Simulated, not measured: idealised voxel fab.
This section sets out a process module, namely voxel transistor to metal.
Displayed cross-section: cut, width of 185 nm, square cells sized 5 nm.
For the purposes of this document, a cross-section shall be understood as a grid of square cells, specified as bands listed in top-to-bottom order, each band consisting of one or more rows of cells. Each band's line starts with the height of the band's top and of its bottom, in nm. Then come its materials from left to right, each with its width in nm. One material with "full width" fills the band from edge to edge. "air" is empty space. Below 0: as-received wafer, all one material; heights counted from there. Lowest band: no bottom, goes on down, written "0 down". When a width is written as two numbers, as in "30 to 40", the first number is the width in the top row of cells of the band and the second is the width in its bottom row, and the width changes by the same amount from each row to the next. The designation "no modification", where it is given for a processing step, indicates that no cell of the cross-section was altered in the course of that step. Basically, "Unvented cavities" tells you about the enclosed voids: empty spaces with no open way to the top, 8 cells or bigger, each written width x height at distance, where distance is from the left edge, all in nm. If you see something after the settings on a step's line, that's the simulator's own remark about that step. The "overlay nm" setting may appear on a step's line; for a step that uses a mask, it gives how far to the right of its planned position the mask lay, and a negative value indicates the left.

# So here's the lineup of process steps we planned
1 RECEIVE | material Si
2 CONFORMAL_DEP | material SiO2 | thk nm 5
3 CONFORMAL_DEP | material SiN | thk nm 15
4 PATTERN | tone cover | mask id ACTIVE | material resist | width nm 105 | thk nm 15 | overlay nm 0
5 DIRECTIONAL_ETCH | etch materials SiN | depth nm 15
6 DIRECTIONAL_ETCH | etch materials SiO2 | depth nm 5
7 DIRECTIONAL_ETCH | etch materials Si | depth nm 20
8 STRIP | etch materials resist
9 FILL_DEP | material SiO2 | thk nm 15
10 CMP | height nm 20
11 SELECTIVE_ETCH | etch materials SiO2 | depth nm 10
12 STRIP | etch materials SiN
13 SELECTIVE_ETCH | etch materials SiO2 | depth nm 5
14 OXIDIZE | depth nm 5
15 DIRECTIONAL_DEP | material polySi | thk nm 25
16 DIRECTIONAL_DEP | material SiCN | thk nm 10
17 DIRECTIONAL_DEP | material aC | thk nm 15
18 PATTERN | tone cover | mask id GATE | material resist | width nm 25 | thk nm 30 | overlay nm 0
19 DIRECTIONAL_ETCH | etch materials aC | depth nm 15
20 STRIP | etch materials resist
21 DIRECTIONAL_ETCH | etch materials SiCN | depth nm 20
22 DIRECTIONAL_ETCH | etch materials polySi | depth nm 35
23 STRIP | etch materials aC
24 CONFORMAL_DEP | material SiO2 | thk nm 5
25 DIRECTIONAL_ETCH | etch materials SiO2 | depth nm 5
26 CONFORMAL_DEP | material SiN | thk nm 5
27 DIRECTIONAL_ETCH | etch materials SiN | depth nm 5
28 DIRECTIONAL_ETCH | etch materials SiO2 | depth nm 5
29 DIRECTIONAL_ETCH | etch materials Si | depth nm 5
30 EPI | material nSi | thk nm 10
31 FILL_DEP | material SiO2 | thk nm 5
32 CMP | height nm 25
33 STRIP | etch materials polySi
34 SELECTIVE_ETCH | etch materials SiO2 | depth nm 5
35 CONFORMAL_DEP | material HfO2 | thk nm 5
36 CONFORMAL_DEP | material TiN | thk nm 5
37 FILL_DEP | material W | thk nm 10
38 CMP | height nm 20
39 DIRECTIONAL_DEP | material SiO2 | thk nm 15
40 MASKED_ETCH | tone open | mask id CONTACT | width nm 15 | pitch nm 70 | etch materials SiO2 | depth nm 35 | overlay nm 0
41 CONFORMAL_DEP | material TiN | thk nm 5
42 FILL_DEP | material Ru | thk nm 10
43 CMP | height nm 35
44 CONFORMAL_DEP | material SiCN | thk nm 5
45 DIRECTIONAL_DEP | material lowk | thk nm 20
46 MASKED_ETCH | tone open | mask id METAL_1 | width nm 15 | pitch nm 70 | etch materials lowk | depth nm 20 | overlay nm 0
47 MASKED_ETCH | tone open | mask id METAL_1 | width nm 15 | pitch nm 70 | etch materials SiCN | depth nm 5 | overlay nm 0
48 CONFORMAL_DEP | material TiN | thk nm 5
49 FILL_DEP | material Cu | thk nm 5
50 CMP | height nm 60
51 EPI | material Ru | thk nm 5
52 FILL_DEP | material SiCN | thk nm 5
53 DIRECTIONAL_DEP | material SiO2 | thk nm 30
54 PATTERN | tone open | mask id METAL_2 | material resist | width nm 15 | pitch nm 70 | thk nm 15 | overlay nm 0
55 DIRECTIONAL_ETCH | etch materials SiO2 | depth nm 20
56 STRIP | etch materials resist
57 MASKED_ETCH | tone open | mask id METAL_2_HOLES | width nm 15 | pitch nm 70 | etch materials SiO2 | depth nm 10 | overlay nm 0
58 MASKED_ETCH | tone open | mask id METAL_2_HOLES | width nm 15 | pitch nm 70 | etch materials SiCN | depth nm 5 | overlay nm 0
59 CONFORMAL_DEP | material TiN | thk nm 5
60 FILL_DEP | material Ru | thk nm 5
61 CMP | height nm 100
62 CONFORMAL_DEP | material SiCN | thk nm 5

# Cross-section of the wafer at receipt, which is the condition after step 1
	0 down  Si full width
	Unvented cavities: none

# Looking at the first of two wafers in cross-section at end of module - ran to plan
	105 to 100  SiCN full width
	100 to 70  SiO2 (50); TiN (5); Ru (5); TiN (5); SiO2 (55); TiN (5); Ru (5); TiN (5); SiO2 (50)
	70 to 65  SiCN (50); TiN (15); SiCN (55); TiN (15); SiCN (50)
	65 to 60  SiCN (45); Ru (25); SiCN (45); Ru (25); SiCN (45)
	60 to 40  lowk (50); TiN (5); Cu (5); TiN (5); lowk (55); TiN (5); Cu (5); TiN (5); lowk (50)
	40 to 35  SiCN (50); TiN (15); SiCN (55); TiN (15); SiCN (50)
	35 to 20  SiO2 (50); TiN (5); Ru (5); TiN (5); SiO2 (55); TiN (5); Ru (5); TiN (5); SiO2 (50)
	20 to 10  SiO2 (50); TiN (5); Ru (5); TiN (5); SiO2 (5); SiN (5); HfO2 (5); TiN (5); W (15); TiN (5); HfO2 (5); SiN (5); SiO2 (5); TiN (5); Ru (5); TiN (5); SiO2 (50)
	10 to 5  SiO2 (50); TiN (15); SiO2 (5); SiN (5); HfO2 (5); TiN (5); W (15); TiN (5); HfO2 (5); SiN (5); SiO2 (5); TiN (15); SiO2 (50)
	5 to 0  SiO2 (40); SiN (5); nSi (10); TiN (5); nSi (10); SiN (5); HfO2 (5); TiN (25); HfO2 (5); SiN (5); nSi (10); TiN (5); nSi (10); SiN (5); SiO2 (40)
	0 to -5  SiO2 (45); nSi (25); SiO2 (5); HfO2 (35); SiO2 (5); nSi (25); SiO2 (45)
	-5 to -10  SiO2 (40); Si (5); nSi (25); Si (45); nSi (25); Si (5); SiO2 (40)
	-10 to -20  SiO2 (40); Si (105); SiO2 (40)
	-20 down  Si full width
	Unvented cavities: none

# The second wafer, shown in cross-section after the module: started the same way as the first and given the same plan, yet one mistake crept into how it was run
	105 to 100  SiCN full width
	100 to 70  SiO2 (50); TiN (5); Ru (5); TiN (5); SiO2 (55); TiN (5); Ru (5); TiN (5); SiO2 (50)
	70 to 65  SiCN (50); TiN (15); SiCN (55); TiN (15); SiCN (50)
	65 to 60  SiCN (45); Ru (25); SiCN (45); Ru (25); SiCN (45)
	60 to 40  lowk (50); TiN (5); Cu (5); TiN (5); lowk (55); TiN (5); Cu (5); TiN (5); lowk (50)
	40 to 35  SiCN (50); TiN (15); SiCN (55); TiN (15); SiCN (50)
	35 to 20  SiO2 (50); TiN (5); Ru (5); TiN (5); SiO2 (55); TiN (5); Ru (5); TiN (5); SiO2 (50)
	20 to 10  SiO2 (50); TiN (5); Ru (5); TiN (5); SiO2 (5); SiN (5); HfO2 (5); TiN (5); W (15); TiN (5); HfO2 (5); SiN (5); SiO2 (5); TiN (5); Ru (5); TiN (5); SiO2 (50)
	10 to 5  SiO2 (50); TiN (15); SiO2 (5); SiN (5); HfO2 (5); TiN (5); W (15); TiN (5); HfO2 (5); SiN (5); SiO2 (5); TiN (15); SiO2 (50)
	5 to 0  SiO2 (35); SiN (5); nSi (10); TiN (10); nSi (10); SiN (5); HfO2 (5); TiN (25); HfO2 (5); SiN (5); nSi (10); TiN (10); nSi (10); SiN (5); SiO2 (35)
	0 to -5  SiO2 (40); nSi (30); SiO2 (5); HfO2 (35); SiO2 (5); nSi (30); SiO2 (40)
	-5 to -10  SiO2 (35); Si (5); nSi (30); Si (45); nSi (30); Si (5); SiO2 (35)
	-10 to -20  SiO2 (35); Si (115); SiO2 (35)
	-20 down  Si full width
	Unvented cavities: none
Error vs. plan: step 4 off recipe, ran as PATTERN | tone cover | mask id ACTIVE | material resist | width nm 115 | thk nm 15 | overlay nm 0
Once processing is complete, comparing cell counts shows that the second wafer has more or fewer of certain materials than the first: Si: 4 more | SiO2: 10 fewer | TiN: 2 more | nSi: 4 more
